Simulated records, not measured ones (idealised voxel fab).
process module | voxel fin reveal
Cross-section cut spans 250 nm and uses square cells 5 nm in size.
If you're reading a cross-section in this doc, picture square cells in a grid; it comes to you as bands, top ones listed first down to the bottom, and a band can be one or more rows of cells.
For a band, the entry starts with two heights in nm, that of the top and then that of the bottom, and carries on with the band's materials in order from left to right, each alongside its width in nm; the word "full width" beside a single material means it fills the band edge to edge, and "blank" means empty space.
Counting heights begins at 0, where everything beneath is, in the wafer as received, one material. The lowest band has no bottom; it goes on downwards, as "0 -> down" shows.
The expression "30->40" gives the width at the extremes of the band, the first number at its top row of cells and the second at its bottom row, with the width changing by equal amounts from each row to the next in between.
Where the words "nothing changed" appear for a step, the cross-section shows no cell changed by that step; every cell remained as before.
Heads up: "Closed void table" only lists the empty pockets with no open path to the top that are 8 cells or more, and it writes them as width x height at distance, distance from the left edge, in nm.
Note: text after step settings on the step line = simulator remark on that step.
overlay nm, on a step with a mask: how far to the right of its planned place the mask lay; to the left if negative
Pairs ahead. Before: cross-section ahead of one process step. After: cross-section once the step is done, shown to the lowest changed band only. Under each pair: that step, with settings. Caution: pairs may come from different runs of this module on the same starting wafer; a pair follows the pair above only where its "Prior to processing" entry says so.
### Prior to processing
- 0 -> down: Si full width
- Closed void table: none
### Section After Processing
- 10 -> 0: SiN full width
- All layers under 0 are left as they were.
- Closed void table: none
The process step separating the two cross-sections depicted above is as follows: op CONFORMAL_DEP | material SiN | thk nm 10
Prior to processing: The structure entering this step is exactly what the pair just above shows after its step.
### Section After Processing
- 30 -> 10: 65 of blank, then 15 of resist, then 20 of blank, then 15 of resist, then 20 of blank, then 15 of resist, then 20 of blank, then 15 of resist, then 65 of blank
- All layers under 10 are left as they were.
- Closed void table: none
The process step separating the two cross-sections depicted above is as follows: op PATTERN | tone cover | mask id FINS | material resist | width nm 15 | pitch nm 35 | thk nm 20 | overlay nm 0
Prior to processing: The structure entering this step is exactly what the pair just above shows after its step.
### Section After Processing
- 30 -> 10: 65 of blank, then 15 of resist, then 20 of blank, then 15 of resist, then 20 of blank, then 15 of resist, then 20 of blank, then 15 of resist, then 65 of blank
- 10 -> 0: 65 of blank, then 15 of SiN, then 20 of blank, then 15 of SiN, then 20 of blank, then 15 of SiN, then 20 of blank, then 15 of SiN, then 65 of blank
- All layers under 0 are left as they were.
- Closed void table: none
The process step separating the two cross-sections depicted above is as follows: op DIRECTIONAL_ETCH | etch materials SiN | depth nm 10
Prior to processing: The structure entering this step is exactly what the pair just above shows after its step.
### Section After Processing
- 30 -> 10: 65 of blank, then 15 of resist, then 20 of blank, then 15 of resist, then 20 of blank, then 15 of resist, then 20 of blank, then 15 of resist, then 65 of blank
- 10 -> 0: 65 of blank, then 15 of SiN, then 20 of blank, then 15 of SiN, then 20 of blank, then 15 of SiN, then 20 of blank, then 15 of SiN, then 65 of blank
- 0 -> -35: 65 of blank, then 15 of Si, then 20 of blank, then 15 of Si, then 20 of blank, then 15 of Si, then 20 of blank, then 15 of Si, then 65 of blank
- All layers under -35 are left as they were.
- Closed void table: none
The process step separating the two cross-sections depicted above is as follows: op DIRECTIONAL_ETCH | etch materials Si | depth nm 35
Prior to processing: The structure entering this step is exactly what the pair just above shows after its step.
### Section After Processing
- 10 -> 0: 65 of blank, then 15 of SiN, then 20 of blank, then 15 of SiN, then 20 of blank, then 15 of SiN, then 20 of blank, then 15 of SiN, then 65 of blank
- All layers under 0 are left as they were.
- Closed void table: none
The process step separating the two cross-sections depicted above is as follows: op STRIP | etch materials resist
Prior to processing: The structure entering this step is exactly what the pair just above shows after its step.
### Section After Processing
- 20 -> 10: SiO2 full width
- 10 -> 0: 65 of SiO2, then 15 of SiN, then 20 of SiO2, then 15 of SiN, then 20 of SiO2, then 15 of SiN, then 20 of SiO2, then 15 of SiN, then 65 of SiO2
- 0 -> -35: 65 of SiO2, then 15 of Si, then 20 of SiO2, then 15 of Si, then 20 of SiO2, then 15 of Si, then 20 of SiO2, then 15 of Si, then 65 of SiO2
- All layers under -35 are left as they were.
- Closed void table: none
The process step separating the two cross-sections depicted above is as follows: op FILL_DEP | material SiO2 | thk nm 10
Prior to processing: The structure entering this step is exactly what the pair just above shows after its step.
### Section After Processing
- 10 -> 0: 65 of SiO2, then 15 of SiN, then 20 of SiO2, then 15 of SiN, then 20 of SiO2, then 15 of SiN, then 20 of SiO2, then 15 of SiN, then 65 of SiO2
- All layers under 0 are left as they were.
- Closed void table: none
The process step separating the two cross-sections depicted above is as follows: op CMP | height nm 10
Prior to processing: The structure entering this step is exactly what the pair just above shows after its step.
### Section After Processing
- 10 -> 0: 65 of blank, then 15 of SiN, then 20 of blank, then 15 of SiN, then 20 of blank, then 15 of SiN, then 20 of blank, then 15 of SiN, then 65 of blank
- 0 -> -15: 65 of blank, then 15 of Si, then 20 of blank, then 15 of Si, then 20 of blank, then 15 of Si, then 20 of blank, then 15 of Si, then 65 of blank
- All layers under -15 are left as they were.
- Closed void table: none
The process step separating the two cross-sections depicted above is as follows: op SELECTIVE_ETCH | etch materials SiO2 | depth nm 25
Prior to processing: The structure entering this step is exactly what the pair just above shows after its step.
### Section After Processing
- 0 -> -15: 65 of blank, then 15 of Si, then 20 of blank, then 15 of Si, then 20 of blank, then 15 of Si, then 20 of blank, then 15 of Si, then 65 of blank
- All layers under -15 are left as they were.
- Closed void table: none
The process step separating the two cross-sections depicted above is as follows: op STRIP | etch materials SiN
Prior to processing: The structure entering this step is exactly what the pair just above shows after its step.
### Section After Processing
- 5 -> 0: 60 of blank, then 25 of HfO2, then 10 of blank, then 25 of HfO2, then 10 of blank, then 25 of HfO2, then 10 of blank, then 25 of HfO2, then 60 of blank
- 0 -> -10: 60 of blank, then 5 of HfO2, then 15 of Si, then 5 of HfO2, then 10 of blank, then 5 of HfO2, then 15 of Si, then 5 of HfO2, then 10 of blank, then 5 of HfO2, then 15 of Si, then 5 of HfO2, then 10 of blank, then 5 of HfO2, then 15 of Si, then 5 of HfO2, then 60 of blank
- -10 -> -15: 65 of HfO2, then 15 of Si, then 20 of HfO2, then 15 of Si, then 20 of HfO2, then 15 of Si, then 20 of HfO2, then 15 of Si, then 65 of HfO2
- All layers under -15 are left as they were.
- Closed void table: none
The process step separating the two cross-sections depicted above is as follows: op CONFORMAL_DEP | material HfO2 | thk nm 5
### Prior to processing
- 10 -> 0: 65 of SiO2, then 15 of SiN, then 20 of SiO2, then 15 of SiN, then 20 of SiO2, then 15 of SiN, then 20 of SiO2, then 15 of SiN, then 65 of SiO2
- 0 -> -35: 65 of SiO2, then 15 of Si, then 20 of SiO2, then 15 of Si, then 20 of SiO2, then 15 of Si, then 20 of SiO2, then 15 of Si, then 65 of SiO2
- -35 -> down: Si full width
- Closed void table: none
### Section After Processing
- 10 -> 0: 65 of SiO2, then 15 of blank, then 20 of SiO2, then 15 of blank, then 20 of SiO2, then 15 of blank, then 20 of SiO2, then 15 of blank, then 65 of SiO2
- All layers under 0 are left as they were.
- Closed void table: none
The process step separating the two cross-sections depicted above is as follows: op STRIP | etch materials SiN
Prior to processing: The structure entering this step is exactly what the pair just above shows after its step.
### Section After Processing
- 0 -> -15: 65 of blank, then 15 of Si, then 20 of blank, then 15 of Si, then 20 of blank, then 15 of Si, then 20 of blank, then 15 of Si, then 65 of blank
- -15 -> -25: 40 of SiO2, then 25 of blank, then 15 of Si, then 20 of blank, then 15 of Si, then 20 of blank, then 15 of Si, then 20 of blank, then 15 of Si, then 25 of blank, then 40 of SiO2
- All layers under -25 are left as they were.
- Closed void table: none
The process step separating the two cross-sections depicted above is as follows: op SELECTIVE_ETCH | etch materials SiO2 | depth nm 25
Prior to processing: The structure entering this step is exactly what the pair just above shows after its step.
### Section After Processing
- 5 -> 0: 60 of blank, then 25 of HfO2, then 10 of blank, then 25 of HfO2, then 10 of blank, then 25 of HfO2, then 10 of blank, then 25 of HfO2, then 60 of blank
- 0 -> -10: 60 of blank, then 5 of HfO2, then 15 of Si, then 5 of HfO2, then 10 of blank, then 5 of HfO2, then 15 of Si, then 5 of HfO2, then 10 of blank, then 5 of HfO2, then 15 of Si, then 5 of HfO2, then 10 of blank, then 5 of HfO2, then 15 of Si, then 5 of HfO2, then 60 of blank
- -10 -> -15: 45 of HfO2, then 15 of blank, then 5 of HfO2, then 15 of Si, then 5 of HfO2, then 10 of blank, then 5 of HfO2, then 15 of Si, then 5 of HfO2, then 10 of blank, then 5 of HfO2, then 15 of Si, then 5 of HfO2, then 10 of blank, then 5 of HfO2, then 15 of Si, then 5 of HfO2, then 15 of blank, then 45 of HfO2
- -15 -> -20: 40 of SiO2, then 5 of HfO2, then 15 of blank, then 5 of HfO2, then 15 of Si, then 5 of HfO2, then 10 of blank, then 5 of HfO2, then 15 of Si, then 5 of HfO2, then 10 of blank, then 5 of HfO2, then 15 of Si, then 5 of HfO2, then 10 of blank, then 5 of HfO2, then 15 of Si, then 5 of HfO2, then 15 of blank, then 5 of HfO2, then 40 of SiO2
- -20 -> -25: 40 of SiO2, then 25 of HfO2, then 15 of Si, then 20 of HfO2, then 15 of Si, then 20 of HfO2, then 15 of Si, then 20 of HfO2, then 15 of Si, then 25 of HfO2, then 40 of SiO2
- All layers under -25 are left as they were.
- Closed void table: none
The process step separating the two cross-sections depicted above is as follows: op CONFORMAL_DEP | material HfO2 | thk nm 5
### Prior to processing
- 30 -> 10: 65 of blank, then 15 of resist, then 20 of blank, then 15 of resist, then 20 of blank, then 15 of resist, then 20 of blank, then 15 of resist, then 65 of blank
- 10 -> 0: 65 of blank, then 15 of SiN, then 20 of blank, then 15 of SiN, then 20 of blank, then 15 of SiN, then 20 of blank, then 15 of SiN, then 65 of blank
- 0 -> down: Si full width
- Closed void table: none
### Section After Processing
- 30 -> 10: 65 of blank, then 15 of resist, then 20 of blank, then 15 of resist, then 20 of blank, then 15 of resist, then 20 of blank, then 15 of resist, then 65 of blank
- 10 -> 0: 65 of blank, then 15 of SiN, then 20 of blank, then 15 of SiN, then 20 of blank, then 15 of SiN, then 20 of blank, then 15 of SiN, then 65 of blank
- 0 -> -25: 65 of blank, then 15 of Si, then 20 of blank, then 15 of Si, then 20 of blank, then 15 of Si, then 20 of blank, then 15 of Si, then 65 of blank
- All layers under -25 are left as they were.
- Closed void table: none
The process step separating the two cross-sections depicted above is as follows: op DIRECTIONAL_ETCH | etch materials Si | depth nm 25
Prior to processing: The structure entering this step is exactly what the pair just above shows after its step.
### Section After Processing
- 10 -> 0: 65 of blank, then 15 of SiN, then 20 of blank, then 15 of SiN, then 20 of blank, then 15 of SiN, then 20 of blank, then 15 of SiN, then 65 of blank
- All layers under 0 are left as they were.
- Closed void table: none
The process step separating the two cross-sections depicted above is as follows: op STRIP | etch materials resist
Prior to processing: The structure entering this step is exactly what the pair just above shows after its step.
### Section After Processing
- 20 -> 10: SiO2 full width
- 10 -> 0: 65 of SiO2, then 15 of SiN, then 20 of SiO2, then 15 of SiN, then 20 of SiO2, then 15 of SiN, then 20 of SiO2, then 15 of SiN, then 65 of SiO2
- 0 -> -25: 65 of SiO2, then 15 of Si, then 20 of SiO2, then 15 of Si, then 20 of SiO2, then 15 of Si, then 20 of SiO2, then 15 of Si, then 65 of SiO2
- All layers under -25 are left as they were.
- Closed void table: none
The process step separating the two cross-sections depicted above is as follows: op FILL_DEP | material SiO2 | thk nm 10
Prior to processing: The structure entering this step is exactly what the pair just above shows after its step.
### Section After Processing
- 10 -> 0: 65 of SiO2, then 15 of SiN, then 20 of SiO2, then 15 of SiN, then 20 of SiO2, then 15 of SiN, then 20 of SiO2, then 15 of SiN, then 65 of SiO2
- All layers under 0 are left as they were.
- Closed void table: none
The process step separating the two cross-sections depicted above is as follows: op CMP | height nm 10
Prior to processing: The structure entering this step is exactly what the pair just above shows after its step.
### Section After Processing
- 10 -> 0: 65 of blank, then 15 of SiN, then 20 of blank, then 15 of SiN, then 20 of blank, then 15 of SiN, then 20 of blank, then 15 of SiN, then 65 of blank
- 0 -> -15: 65 of blank, then 15 of Si, then 20 of blank, then 15 of Si, then 20 of blank, then 15 of Si, then 20 of blank, then 15 of Si, then 65 of blank
- All layers under -15 are left as they were.
- Closed void table: none
The process step separating the two cross-sections depicted above is as follows: op SELECTIVE_ETCH | etch materials SiO2 | depth nm 25
Prior to processing: The structure entering this step is exactly what the pair just above shows after its step.
### Section After Processing
- 0 -> -15: 65 of blank, then 15 of Si, then 20 of blank, then 15 of Si, then 20 of blank, then 15 of Si, then 20 of blank, then 15 of Si, then 65 of blank
- All layers under -15 are left as they were.
- Closed void table: none
The process step separating the two cross-sections depicted above is as follows: op STRIP | etch materials SiN
Prior to processing: The structure entering this step is exactly what the pair just above shows after its step.
### Section After Processing
- 5 -> 0: 60 of blank, then 25 of HfO2, then 10 of blank, then 25 of HfO2, then 10 of blank, then 25 of HfO2, then 10 of blank, then 25 of HfO2, then 60 of blank
- 0 -> -10: 60 of blank, then 5 of HfO2, then 15 of Si, then 5 of HfO2, then 10 of blank, then 5 of HfO2, then 15 of Si, then 5 of HfO2, then 10 of blank, then 5 of HfO2, then 15 of Si, then 5 of HfO2, then 10 of blank, then 5 of HfO2, then 15 of Si, then 5 of HfO2, then 60 of blank
- -10 -> -15: 65 of HfO2, then 15 of Si, then 20 of HfO2, then 15 of Si, then 20 of HfO2, then 15 of Si, then 20 of HfO2, then 15 of Si, then 65 of HfO2
- All layers under -15 are left as they were.
- Closed void table: none
The process step separating the two cross-sections depicted above is as follows: op CONFORMAL_DEP | material HfO2 | thk nm 5
### Prior to processing
- 10 -> 0: SiN full width
- 0 -> down: Si full width
- Closed void table: none
### Section After Processing
- 30 -> 10: 65 of blank, then 20 of resist, then 15 of blank, then 20 of resist, then 15 of blank, then 20 of resist, then 15 of blank, then 20 of resist, then 60 of blank
- All layers under 10 are left as they were.
- Closed void table: none
The process step separating the two cross-sections depicted above is as follows: op PATTERN | tone cover | mask id FINS | material resist | width nm 20 | pitch nm 35 | thk nm 20 | overlay nm 0
Prior to processing: The structure entering this step is exactly what the pair just above shows after its step.
### Section After Processing
- 30 -> 10: 65 of blank, then 20 of resist, then 15 of blank, then 20 of resist, then 15 of blank, then 20 of resist, then 15 of blank, then 20 of resist, then 60 of blank
- 10 -> 0: 65 of blank, then 20 of SiN, then 15 of blank, then 20 of SiN, then 15 of blank, then 20 of SiN, then 15 of blank, then 20 of SiN, then 60 of blank
- All layers under 0 are left as they were.
- Closed void table: none
The process step separating the two cross-sections depicted above is as follows: op DIRECTIONAL_ETCH | etch materials SiN | depth nm 10
Prior to processing: The structure entering this step is exactly what the pair just above shows after its step.
### Section After Processing
- 30 -> 10: 65 of blank, then 20 of resist, then 15 of blank, then 20 of resist, then 15 of blank, then 20 of resist, then 15 of blank, then 20 of resist, then 60 of blank
- 10 -> 0: 65 of blank, then 20 of SiN, then 15 of blank, then 20 of SiN, then 15 of blank, then 20 of SiN, then 15 of blank, then 20 of SiN, then 60 of blank
- 0 -> -35: 65 of blank, then 20 of Si, then 15 of blank, then 20 of Si, then 15 of blank, then 20 of Si, then 15 of blank, then 20 of Si, then 60 of blank
- All layers under -35 are left as they were.
- Closed void table: none
The process step separating the two cross-sections depicted above is as follows: op DIRECTIONAL_ETCH | etch materials Si | depth nm 35
Prior to processing: The structure entering this step is exactly what the pair just above shows after its step.
### Section After Processing
- 10 -> 0: 65 of blank, then 20 of SiN, then 15 of blank, then 20 of SiN, then 15 of blank, then 20 of SiN, then 15 of blank, then 20 of SiN, then 60 of blank
- All layers under 0 are left as they were.
- Closed void table: none
The process step separating the two cross-sections depicted above is as follows: op STRIP | etch materials resist
Prior to processing: The structure entering this step is exactly what the pair just above shows after its step.
### Section After Processing
- 20 -> 10: SiO2 full width
- 10 -> 0: 65 of SiO2, then 20 of SiN, then 15 of SiO2, then 20 of SiN, then 15 of SiO2, then 20 of SiN, then 15 of SiO2, then 20 of SiN, then 60 of SiO2
- 0 -> -35: 65 of SiO2, then 20 of Si, then 15 of SiO2, then 20 of Si, then 15 of SiO2, then 20 of Si, then 15 of SiO2, then 20 of Si, then 60 of SiO2
- All layers under -35 are left as they were.
- Closed void table: none
The process step separating the two cross-sections depicted above is as follows: op FILL_DEP | material SiO2 | thk nm 10
Prior to processing: The structure entering this step is exactly what the pair just above shows after its step.
### Section After Processing
- 10 -> 0: 65 of SiO2, then 20 of SiN, then 15 of SiO2, then 20 of SiN, then 15 of SiO2, then 20 of SiN, then 15 of SiO2, then 20 of SiN, then 60 of SiO2
- All layers under 0 are left as they were.
- Closed void table: none
The process step separating the two cross-sections depicted above is as follows: op CMP | height nm 10
Prior to processing: The structure entering this step is exactly what the pair just above shows after its step.
### Section After Processing
- 10 -> 0: 65 of blank, then 20 of SiN, then 15 of blank, then 20 of SiN, then 15 of blank, then 20 of SiN, then 15 of blank, then 20 of SiN, then 60 of blank
- 0 -> -15: 65 of blank, then 20 of Si, then 15 of blank, then 20 of Si, then 15 of blank, then 20 of Si, then 15 of blank, then 20 of Si, then 60 of blank
- All layers under -15 are left as they were.
- Closed void table: none
The process step separating the two cross-sections depicted above is as follows: op SELECTIVE_ETCH | etch materials SiO2 | depth nm 25
Prior to processing: The structure entering this step is exactly what the pair just above shows after its step.
### Section After Processing
- 0 -> -15: 65 of blank, then 20 of Si, then 15 of blank, then 20 of Si, then 15 of blank, then 20 of Si, then 15 of blank, then 20 of Si, then 60 of blank
- All layers under -15 are left as they were.
- Closed void table: none
The process step separating the two cross-sections depicted above is as follows: op STRIP | etch materials SiN
Prior to processing: The structure entering this step is exactly what the pair just above shows after its step.
### Section After Processing
- 5 -> 0: 60 of blank, then 30 of HfO2, then 5 of blank, then 30 of HfO2, then 5 of blank, then 30 of HfO2, then 5 of blank, then 30 of HfO2, then 55 of blank
- 0 -> -10: 60 of blank, then 5 of HfO2, then 20 of Si, then 5 of HfO2, then 5 of blank, then 5 of HfO2, then 20 of Si, then 5 of HfO2, then 5 of blank, then 5 of HfO2, then 20 of Si, then 5 of HfO2, then 5 of blank, then 5 of HfO2, then 20 of Si, then 5 of HfO2, then 55 of blank
- -10 -> -15: 65 of HfO2, then 20 of Si, then 15 of HfO2, then 20 of Si, then 15 of HfO2, then 20 of Si, then 15 of HfO2, then 20 of Si, then 60 of HfO2
- All layers under -15 are left as they were.
- Closed void table: none
The process step separating the two cross-sections depicted above is as follows: op CONFORMAL_DEP | material HfO2 | thk nm 5
### Prior to processing
- 10 -> 0: SiN full width
- 0 -> down: Si full width
- Closed void table: none
### Section After Processing
- 30 -> 10: 70 of blank, then 15 of resist, then 20 of blank, then 15 of resist, then 20 of blank, then 15 of resist, then 20 of blank, then 15 of resist, then 60 of blank
- All layers under 10 are left as they were.
- Closed void table: none
The process step separating the two cross-sections depicted above is as follows: op PATTERN | tone cover | mask id FINS | material resist | width nm 15 | pitch nm 35 | thk nm 20 | overlay nm 5
Prior to processing: The structure entering this step is exactly what the pair just above shows after its step.
### Section After Processing
- 30 -> 10: 70 of blank, then 15 of resist, then 20 of blank, then 15 of resist, then 20 of blank, then 15 of resist, then 20 of blank, then 15 of resist, then 60 of blank
- 10 -> 0: 70 of blank, then 15 of SiN, then 20 of blank, then 15 of SiN, then 20 of blank, then 15 of SiN, then 20 of blank, then 15 of SiN, then 60 of blank
- All layers under 0 are left as they were.
- Closed void table: none
The process step separating the two cross-sections depicted above is as follows: op DIRECTIONAL_ETCH | etch materials SiN | depth nm 10
Prior to processing: The structure entering this step is exactly what the pair just above shows after its step.
### Section After Processing
- 30 -> 10: 70 of blank, then 15 of resist, then 20 of blank, then 15 of resist, then 20 of blank, then 15 of resist, then 20 of blank, then 15 of resist, then 60 of blank
- 10 -> 0: 70 of blank, then 15 of SiN, then 20 of blank, then 15 of SiN, then 20 of blank, then 15 of SiN, then 20 of blank, then 15 of SiN, then 60 of blank
- 0 -> -35: 70 of blank, then 15 of Si, then 20 of blank, then 15 of Si, then 20 of blank, then 15 of Si, then 20 of blank, then 15 of Si, then 60 of blank
- All layers under -35 are left as they were.
- Closed void table: none
The process step separating the two cross-sections depicted above is as follows: op DIRECTIONAL_ETCH | etch materials Si | depth nm 35
Prior to processing: The structure entering this step is exactly what the pair just above shows after its step.
### Section After Processing
- 10 -> 0: 70 of blank, then 15 of SiN, then 20 of blank, then 15 of SiN, then 20 of blank, then 15 of SiN, then 20 of blank, then 15 of SiN, then 60 of blank
- All layers under 0 are left as they were.
- Closed void table: none
The process step separating the two cross-sections depicted above is as follows: op STRIP | etch materials resist
Prior to processing: The structure entering this step is exactly what the pair just above shows after its step.
### Section After Processing
- 20 -> 10: SiO2 full width
- 10 -> 0: 70 of SiO2, then 15 of SiN, then 20 of SiO2, then 15 of SiN, then 20 of SiO2, then 15 of SiN, then 20 of SiO2, then 15 of SiN, then 60 of SiO2
- 0 -> -35: 70 of SiO2, then 15 of Si, then 20 of SiO2, then 15 of Si, then 20 of SiO2, then 15 of Si, then 20 of SiO2, then 15 of Si, then 60 of SiO2
- All layers under -35 are left as they were.
- Closed void table: none
The process step separating the two cross-sections depicted above is as follows: op FILL_DEP | material SiO2 | thk nm 10
Prior to processing: The structure entering this step is exactly what the pair just above shows after its step.
### Section After Processing
- 10 -> 0: 70 of SiO2, then 15 of SiN, then 20 of SiO2, then 15 of SiN, then 20 of SiO2, then 15 of SiN, then 20 of SiO2, then 15 of SiN, then 60 of SiO2
- All layers under 0 are left as they were.
- Closed void table: none
The process step separating the two cross-sections depicted above is as follows: op CMP | height nm 10
Prior to processing: The structure entering this step is exactly what the pair just above shows after its step.
### Section After Processing
- 10 -> 0: 70 of blank, then 15 of SiN, then 20 of blank, then 15 of SiN, then 20 of blank, then 15 of SiN, then 20 of blank, then 15 of SiN, then 60 of blank
- 0 -> -15: 70 of blank, then 15 of Si, then 20 of blank, then 15 of Si, then 20 of blank, then 15 of Si, then 20 of blank, then 15 of Si, then 60 of blank
- All layers under -15 are left as they were.
- Closed void table: none
The process step separating the two cross-sections depicted above is as follows: op SELECTIVE_ETCH | etch materials SiO2 | depth nm 25
Prior to processing: The structure entering this step is exactly what the pair just above shows after its step.
### Section After Processing
- 0 -> -15: 70 of blank, then 15 of Si, then 20 of blank, then 15 of Si, then 20 of blank, then 15 of Si, then 20 of blank, then 15 of Si, then 60 of blank
- All layers under -15 are left as they were.
- Closed void table: none
The process step separating the two cross-sections depicted above is as follows: op STRIP | etch materials SiN
Prior to processing: The structure entering this step is exactly what the pair just above shows after its step.
### Section After Processing
- 5 -> 0: 65 of blank, then 25 of HfO2, then 10 of blank, then 25 of HfO2, then 10 of blank, then 25 of HfO2, then 10 of blank, then 25 of HfO2, then 55 of blank
- 0 -> -10: 65 of blank, then 5 of HfO2, then 15 of Si, then 5 of HfO2, then 10 of blank, then 5 of HfO2, then 15 of Si, then 5 of HfO2, then 10 of blank, then 5 of HfO2, then 15 of Si, then 5 of HfO2, then 10 of blank, then 5 of HfO2, then 15 of Si, then 5 of HfO2, then 55 of blank
- -10 -> -15: 70 of HfO2, then 15 of Si, then 20 of HfO2, then 15 of Si, then 20 of HfO2, then 15 of Si, then 20 of HfO2, then 15 of Si, then 60 of HfO2
- All layers under -15 are left as they were.
- Closed void table: none
The process step separating the two cross-sections depicted above is as follows: op CONFORMAL_DEP | material HfO2 | thk nm 5
### Prior to processing
- 0 -> down: Si full width
- Closed void table: none
### Section After Processing
- 10 -> 0: HfO2 full width
- All layers under 0 are left as they were.
- Closed void table: none
The process step separating the two cross-sections depicted above is as follows: op CONFORMAL_DEP | material HfO2 | thk nm 10
Prior to processing: The structure entering this step is exactly what the pair just above shows after its step.
### Section After Processing
- 30 -> 10: 65 of blank, then 15 of resist, then 20 of blank, then 15 of resist, then 20 of blank, then 15 of resist, then 20 of blank, then 15 of resist, then 65 of blank
- All layers under 10 are left as they were.
- Closed void table: none
The process step separating the two cross-sections depicted above is as follows: op PATTERN | tone cover | mask id FINS | material resist | width nm 15 | pitch nm 35 | thk nm 20 | overlay nm 0
Prior to processing: The structure entering this step is exactly what the pair just above shows after its step.
### Section After Processing
- 10 -> 0: HfO2 full width
- All layers under 0 are left as they were.
- Closed void table: none
The process step separating the two cross-sections depicted above is as follows: op STRIP | etch materials resist
Prior to processing: The structure entering this step is exactly what the pair just above shows after its step.
### Section After Processing
- 20 -> 10: SiO2 full width
- All layers under 10 are left as they were.
- Closed void table: none
The process step separating the two cross-sections depicted above is as follows: op FILL_DEP | material SiO2 | thk nm 10
Prior to processing: The structure entering this step is exactly what the pair just above shows after its step.
### Section After Processing
- 10 -> 0: HfO2 full width
- All layers under 0 are left as they were.
- Closed void table: none
The process step separating the two cross-sections depicted above is as follows: op CMP | height nm 10
Prior to processing: The structure entering this step is exactly what the pair just above shows after its step.
### Section After Processing
- 15 -> 0: HfO2 full width
- All layers under 0 are left as they were.
- Closed void table: none
The process step separating the two cross-sections depicted above is as follows: op CONFORMAL_DEP | material HfO2 | thk nm 5
### Prior to processing
- 10 -> 0: SiN full width
- 0 -> down: Si full width
- Closed void table: none
### Section After Processing
- 30 -> 10: 65 of resist, then 15 of blank, then 20 of resist, then 15 of blank, then 20 of resist, then 15 of blank, then 20 of resist, then 15 of blank, then 65 of resist
- All layers under 10 are left as they were.
- Closed void table: none
The process step separating the two cross-sections depicted above is as follows: op PATTERN | tone open | mask id FINS | material resist | width nm 15 | pitch nm 35 | thk nm 20 | overlay nm 0
Prior to processing: The structure entering this step is exactly what the pair just above shows after its step.
### Section After Processing
- 30 -> 10: 65 of resist, then 15 of blank, then 20 of resist, then 15 of blank, then 20 of resist, then 15 of blank, then 20 of resist, then 15 of blank, then 65 of resist
- 10 -> 0: 65 of SiN, then 15 of blank, then 20 of SiN, then 15 of blank, then 20 of SiN, then 15 of blank, then 20 of SiN, then 15 of blank, then 65 of SiN
- All layers under 0 are left as they were.
- Closed void table: none
The process step separating the two cross-sections depicted above is as follows: op DIRECTIONAL_ETCH | etch materials SiN | depth nm 10
Prior to processing: The structure entering this step is exactly what the pair just above shows after its step.
### Section After Processing
- 30 -> 10: 65 of resist, then 15 of blank, then 20 of resist, then 15 of blank, then 20 of resist, then 15 of blank, then 20 of resist, then 15 of blank, then 65 of resist
- 10 -> 0: 65 of SiN, then 15 of blank, then 20 of SiN, then 15 of blank, then 20 of SiN, then 15 of blank, then 20 of SiN, then 15 of blank, then 65 of SiN
- 0 -> -35: 65 of Si, then 15 of blank, then 20 of Si, then 15 of blank, then 20 of Si, then 15 of blank, then 20 of Si, then 15 of blank, then 65 of Si
- All layers under -35 are left as they were.
- Closed void table: none
The process step separating the two cross-sections depicted above is as follows: op DIRECTIONAL_ETCH | etch materials Si | depth nm 35
Prior to processing: The structure entering this step is exactly what the pair just above shows after its step.
### Section After Processing
- 10 -> 0: 65 of SiN, then 15 of blank, then 20 of SiN, then 15 of blank, then 20 of SiN, then 15 of blank, then 20 of SiN, then 15 of blank, then 65 of SiN
- All layers under 0 are left as they were.
- Closed void table: none
The process step separating the two cross-sections depicted above is as follows: op STRIP | etch materials resist
Prior to processing: The structure entering this step is exactly what the pair just above shows after its step.
### Section After Processing
- 20 -> 10: SiO2 full width
- 10 -> 0: 65 of SiN, then 15 of SiO2, then 20 of SiN, then 15 of SiO2, then 20 of SiN, then 15 of SiO2, then 20 of SiN, then 15 of SiO2, then 65 of SiN
- 0 -> -35: 65 of Si, then 15 of SiO2, then 20 of Si, then 15 of SiO2, then 20 of Si, then 15 of SiO2, then 20 of Si, then 15 of SiO2, then 65 of Si
- All layers under -35 are left as they were.
- Closed void table: none
The process step separating the two cross-sections depicted above is as follows: op FILL_DEP | material SiO2 | thk nm 10
Prior to processing: The structure entering this step is exactly what the pair just above shows after its step.
### Section After Processing
- 10 -> 0: 65 of SiN, then 15 of SiO2, then 20 of SiN, then 15 of SiO2, then 20 of SiN, then 15 of SiO2, then 20 of SiN, then 15 of SiO2, then 65 of SiN
- All layers under 0 are left as they were.
- Closed void table: none
The process step separating the two cross-sections depicted above is as follows: op CMP | height nm 10
Prior to processing: The structure entering this step is exactly what the pair just above shows after its step.
### Section After Processing
- 10 -> 0: 65 of SiN, then 15 of blank, then 20 of SiN, then 15 of blank, then 20 of SiN, then 15 of blank, then 20 of SiN, then 15 of blank, then 65 of SiN
- 0 -> -15: 65 of Si, then 15 of blank, then 20 of Si, then 15 of blank, then 20 of Si, then 15 of blank, then 20 of Si, then 15 of blank, then 65 of Si
- All layers under -15 are left as they were.
- Closed void table: none
The process step separating the two cross-sections depicted above is as follows: op SELECTIVE_ETCH | etch materials SiO2 | depth nm 25
Prior to processing: The structure entering this step is exactly what the pair just above shows after its step.
### Section After Processing
- 0 -> -15: 65 of Si, then 15 of blank, then 20 of Si, then 15 of blank, then 20 of Si, then 15 of blank, then 20 of Si, then 15 of blank, then 65 of Si
- All layers under -15 are left as they were.
- Closed void table: none
The process step separating the two cross-sections depicted above is as follows: op STRIP | etch materials SiN
Prior to processing: The structure entering this step is exactly what the pair just above shows after its step.
### Section After Processing
- 5 -> 0: 70 of HfO2, then 5 of blank, then 30 of HfO2, then 5 of blank, then 30 of HfO2, then 5 of blank, then 30 of HfO2, then 5 of blank, then 70 of HfO2
- 0 -> -10: 65 of Si, then 5 of HfO2, then 5 of blank, then 5 of HfO2, then 20 of Si, then 5 of HfO2, then 5 of blank, then 5 of HfO2, then 20 of Si, then 5 of HfO2, then 5 of blank, then 5 of HfO2, then 20 of Si, then 5 of HfO2, then 5 of blank, then 5 of HfO2, then 65 of Si
- -10 -> -15: 65 of Si, then 15 of HfO2, then 20 of Si, then 15 of HfO2, then 20 of Si, then 15 of HfO2, then 20 of Si, then 15 of HfO2, then 65 of Si
- All layers under -15 are left as they were.
- Closed void table: none
The process step separating the two cross-sections depicted above is as follows: op CONFORMAL_DEP | material HfO2 | thk nm 5
